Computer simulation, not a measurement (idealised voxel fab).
process module | voxel released beams
cross-section cut | 160 nm wide | cells 5 nm
A cross-section is a grid of square cells, given in bands from the top down. A band is one or more rows of cells.
Each band's line starts with the height of the band's top and of its bottom, in nm. Then come its materials from left to right, each with its width in nm. One material with "throughout" fills the band from edge to edge. "air" is empty space.
Height 0 is the level under which the wafer as received is all one material. The lowest band goes on downwards, as in "0 down".
A width such as "30 to 40" changes by the same amount from each row of cells to the next, from the band's top row to its bottom row.
"no change" after a step means that no cell of the cross-section changed.
closed voids: empty space of 8 cells or more with no open way to the top, each as width x height at its distance from the left edge, in nm
after a step's settings: what the simulator itself notes on the step
overlay nm, on a step with a mask: how far to the right of its planned place the mask lay; to the left if negative
plan
1 op RECEIVE | material Si
2 op CONFORMAL_DEP | material Al2O3 | thk nm 10
3 op DIRECTIONAL_DEP | material SiO2 | thk nm 10
4 op PATTERN | tone open | mask id ANCHOR | material resist | width nm 30 | thk nm 15 | overlay nm 0
5 op DIRECTIONAL_ETCH | etch materials SiO2 | depth nm 10
6 op STRIP | etch materials resist
7 op CONFORMAL_DEP | material SiN | thk nm 10
8 op DIRECTIONAL_DEP | material aC | thk nm 15
9 op PATTERN | tone cover | mask id BEAM | material resist | width nm 95 | thk nm 30 | overlay nm 0
10 op DIRECTIONAL_ETCH | etch materials aC | depth nm 15
11 op STRIP | etch materials resist
12 op DIRECTIONAL_ETCH | etch materials SiN | depth nm 10
13 op STRIP | etch materials aC
14 op STRIP | etch materials SiO2
as received, after step 1
  0 down: Si throughout
  closed voids: none
first wafer at the end, as planned
  30 to 20: air 30 | SiN 15 | air 10 | SiN 70 | air 35
  20 to 10: air 35 | SiN 30 | air 95
  10 to 0: Al2O3 throughout
  0 down: Si throughout
  closed voids: none
second wafer at the end: like start, like plan, one mistake
  30 to 20: air 30 | SiN 45 | air 85
  20 to 10: air 25 | SiN 10 | SiO2 30 | SiN 60 | air 35
  10 to 0: Al2O3 throughout
  0 down: Si throughout
  closed voids: none
what went wrong: step 4 ran as: op PATTERN | tone cover | mask id ANCHOR | material resist | width nm 30 | thk nm 15 | overlay nm 0
at the end the second wafer has, in cells: 12 more of SiO2
